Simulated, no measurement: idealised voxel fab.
The following is a process module called voxel transistor to metal.
Shown is cross-section cut, with a width of 185 nm and square cells of size 5 nm.
Cross-section layout: square cells on a grid; listed as bands, top to bottom; a band spans one or more cell rows. Per band: top height and bottom height in nm, followed by the left-to-right materials and their widths in nm; "full width" marks a single material spanning edge to edge, "blank" marks empty space. Height reference: 0 = level under which incoming wafer is all one material. Lowest band: no bottom, runs on downward, e.g. "0 nm and below". Width spec "30..40" -> top row of cells at first value, bottom row at second value, equal per-row change in between. The designation "remained the same", where it is given for a processing step, indicates that no cell of the cross-section was altered in the course of that step. So "Closed void roster" is basically the list of trapped voids: any empty space of 8 cells or more that can't reach the top through an opening. They're written width x height at distance, the distance being from the left edge, and it's all nm. Heads up: the bit after the settings on a step's line is the simulator's remark on that step. Steps that use a mask can have "overlay nm" on their line. It says how far the mask sat to the right of where it was meant to be. Negative means to the left.
### Set out below are the planned steps of the process
| 1 | RECEIVE: material Si |
| 2 | CONFORMAL_DEP: material SiO2, thk nm 5 |
| 3 | CONFORMAL_DEP: material SiN, thk nm 10 |
| 4 | DIRECTIONAL_DEP: material aC, thk nm 10 |
| 5 | PATTERN: tone cover, mask id ACTIVE, material resist, width nm 95, thk nm 30, overlay nm 0 |
| 6 | DIRECTIONAL_ETCH: etch materials aC, depth nm 10 |
| 7 | STRIP: etch materials resist |
| 8 | DIRECTIONAL_ETCH: etch materials SiN, depth nm 10 |
| 9 | DIRECTIONAL_ETCH: etch materials SiO2, depth nm 5 |
| 10 | DIRECTIONAL_ETCH: etch materials Si, depth nm 25 |
| 11 | STRIP: etch materials aC |
| 12 | FILL_DEP: material SiO2, thk nm 15 |
| 13 | CMP: height nm 15 |
| 14 | SELECTIVE_ETCH: etch materials SiO2, depth nm 5 |
| 15 | STRIP: etch materials SiN |
| 16 | SELECTIVE_ETCH: etch materials SiO2, depth nm 5 |
| 17 | OXIDIZE: depth nm 5 |
| 18 | DIRECTIONAL_DEP: material polySi, thk nm 25 |
| 19 | DIRECTIONAL_DEP: material SiCN, thk nm 15 |
| 20 | MASKED_ETCH: tone cover, mask id GATE, width nm 25, etch materials SiCN, depth nm 25, overlay nm 0 |
| 21 | MASKED_ETCH: tone cover, mask id GATE, width nm 25, etch materials polySi, depth nm 35, overlay nm 0 |
| 22 | CONFORMAL_DEP: material SiN, thk nm 5 |
| 23 | DIRECTIONAL_ETCH: etch materials SiN, depth nm 5 |
| 24 | DIRECTIONAL_ETCH: etch materials SiO2, depth nm 5 |
| 25 | EPI: material SiGe, thk nm 5 |
| 26 | FILL_DEP: material SiO2, thk nm 10 |
| 27 | CMP: height nm 25 |
| 28 | STRIP: etch materials polySi |
| 29 | SELECTIVE_ETCH: etch materials SiO2, depth nm 5 |
| 30 | CONFORMAL_DEP: material HfO2, thk nm 5 |
| 31 | CONFORMAL_DEP: material TiN, thk nm 5 |
| 32 | FILL_DEP: material W, thk nm 10 |
| 33 | CMP: height nm 20 |
| 34 | DIRECTIONAL_DEP: material SiO2, thk nm 15 |
| 35 | MASKED_ETCH: tone open, mask id CONTACT, width nm 15, pitch nm 70, etch materials SiO2, depth nm 35, overlay nm 0 |
| 36 | CONFORMAL_DEP: material TiN, thk nm 5 |
| 37 | FILL_DEP: material Ru, thk nm 5 |
| 38 | CMP: height nm 35 |
| 39 | DIRECTIONAL_DEP: material TiN, thk nm 5 |
| 40 | DIRECTIONAL_DEP: material Ru, thk nm 15 |
| 41 | MASKED_ETCH: tone cover, mask id METAL_1, width nm 15, pitch nm 70, etch materials Ru, depth nm 15, overlay nm 0 |
| 42 | MASKED_ETCH: tone cover, mask id METAL_1, width nm 15, pitch nm 70, etch materials TiN, depth nm 5, overlay nm 0 |
| 43 | CONFORMAL_DEP: material SiCN, thk nm 5 |
| 44 | FILL_DEP: material lowk, thk nm 5 |
| 45 | CMP: height nm 55 |
| 46 | CONFORMAL_DEP: material SiCN, thk nm 5 |
| 47 | DIRECTIONAL_DEP: material lowk, thk nm 25 |
| 48 | DIRECTIONAL_DEP: material aC, thk nm 10 |
| 49 | PATTERN: tone open, mask id METAL_2, material resist, width nm 15, pitch nm 70, thk nm 30, overlay nm 0 |
| 50 | DIRECTIONAL_ETCH: etch materials aC, depth nm 10 |
| 51 | STRIP: etch materials resist |
| 52 | DIRECTIONAL_ETCH: etch materials lowk, depth nm 15 |
| 53 | STRIP: etch materials aC |
| 54 | MASKED_ETCH: tone open, mask id METAL_2_HOLES, width nm 15, pitch nm 70, etch materials lowk, depth nm 10, overlay nm 0 |
| 55 | MASKED_ETCH: tone open, mask id METAL_2_HOLES, width nm 15, pitch nm 70, etch materials SiCN, depth nm 5, overlay nm 0 |
| 56 | CONFORMAL_DEP: material TiN, thk nm 5 |
| 57 | FILL_DEP: material Cu, thk nm 5 |
| 58 | CMP: height nm 85 |
| 59 | CONFORMAL_DEP: material SiCN, thk nm 5 |
### Incoming wafer, cross-sectional view, post step 1
* 0 nm and below  Si full width
* Closed void roster: none
### First of two wafers, end-of-module section, run followed plan
* 90 nm to 85 nm  SiCN full width
* 85 nm to 60 nm  lowk 50 nm; TiN 5 nm; Cu 5 nm; TiN 5 nm; lowk 55 nm; TiN 5 nm; Cu 5 nm; TiN 5 nm; lowk 50 nm
* 60 nm to 55 nm  SiCN 50 nm; TiN 15 nm; SiCN 55 nm; TiN 15 nm; SiCN 50 nm
* 55 nm to 40 nm  lowk 45 nm; SiCN 5 nm; Ru 15 nm; SiCN 5 nm; lowk 45 nm; SiCN 5 nm; Ru 15 nm; SiCN 5 nm; lowk 45 nm
* 40 nm to 35 nm  SiCN 50 nm; TiN 15 nm; SiCN 55 nm; TiN 15 nm; SiCN 50 nm
* 35 nm to 20 nm  SiO2 50 nm; TiN 5 nm; Ru 5 nm; TiN 5 nm; SiO2 55 nm; TiN 5 nm; Ru 5 nm; TiN 5 nm; SiO2 50 nm
* 20 nm to 5 nm  SiO2 50 nm; TiN 5 nm; Ru 5 nm; TiN 5 nm; SiO2 10 nm; SiN 5 nm; HfO2 5 nm; TiN 5 nm; W 5 nm; TiN 5 nm; HfO2 5 nm; SiN 5 nm; SiO2 10 nm; TiN 5 nm; Ru 5 nm; TiN 5 nm; SiO2 50 nm
* 5 nm to 0 nm  SiO2 40 nm; SiN 5 nm; SiO2 5 nm; TiN 15 nm; SiO2 10 nm; SiN 5 nm; HfO2 5 nm; TiN 15 nm; HfO2 5 nm; SiN 5 nm; SiO2 10 nm; TiN 15 nm; SiO2 5 nm; SiN 5 nm; SiO2 40 nm
* 0 nm to -5 nm  SiO2 45 nm; SiGe 30 nm; HfO2 35 nm; SiGe 30 nm; SiO2 45 nm
* -5 nm to -25 nm  SiO2 45 nm; Si 95 nm; SiO2 45 nm
* -25 nm and below  Si full width
* Closed void roster: none
### Wafer two, end of module, cross-section. Same start, same plan as wafer one. One mistake in the run
* 90 nm to 85 nm  SiCN full width
* 85 nm to 60 nm  lowk 50 nm; TiN 5 nm; Cu 5 nm; TiN 5 nm; lowk 55 nm; TiN 5 nm; Cu 5 nm; TiN 5 nm; lowk 50 nm
* 60 nm to 50 nm  SiCN 50 nm; TiN 15 nm; SiCN 55 nm; TiN 15 nm; SiCN 50 nm
* 50 nm to 35 nm  Ru full width
* 35 nm to 20 nm  SiO2 50 nm; TiN 5 nm; Ru 5 nm; TiN 5 nm; SiO2 55 nm; TiN 5 nm; Ru 5 nm; TiN 5 nm; SiO2 50 nm
* 20 nm to 5 nm  SiO2 50 nm; TiN 5 nm; Ru 5 nm; TiN 5 nm; SiO2 10 nm; SiN 5 nm; HfO2 5 nm; TiN 5 nm; W 5 nm; TiN 5 nm; HfO2 5 nm; SiN 5 nm; SiO2 10 nm; TiN 5 nm; Ru 5 nm; TiN 5 nm; SiO2 50 nm
* 5 nm to 0 nm  SiO2 40 nm; SiN 5 nm; SiO2 5 nm; TiN 15 nm; SiO2 10 nm; SiN 5 nm; HfO2 5 nm; TiN 15 nm; HfO2 5 nm; SiN 5 nm; SiO2 10 nm; TiN 15 nm; SiO2 5 nm; SiN 5 nm; SiO2 40 nm
* 0 nm to -5 nm  SiO2 45 nm; SiGe 30 nm; HfO2 35 nm; SiGe 30 nm; SiO2 45 nm
* -5 nm to -25 nm  SiO2 45 nm; Si 95 nm; SiO2 45 nm
* -25 nm and below  Si full width
* Closed void roster: none
Run error: step 40 occupied the plan position of step 39, and the converse holds as well
Upon completion, the second wafer contains, in terms of cells, a greater or smaller amount of certain materials than the first wafer: 93 more of Ru; 12 fewer of SiCN; 81 fewer of lowk
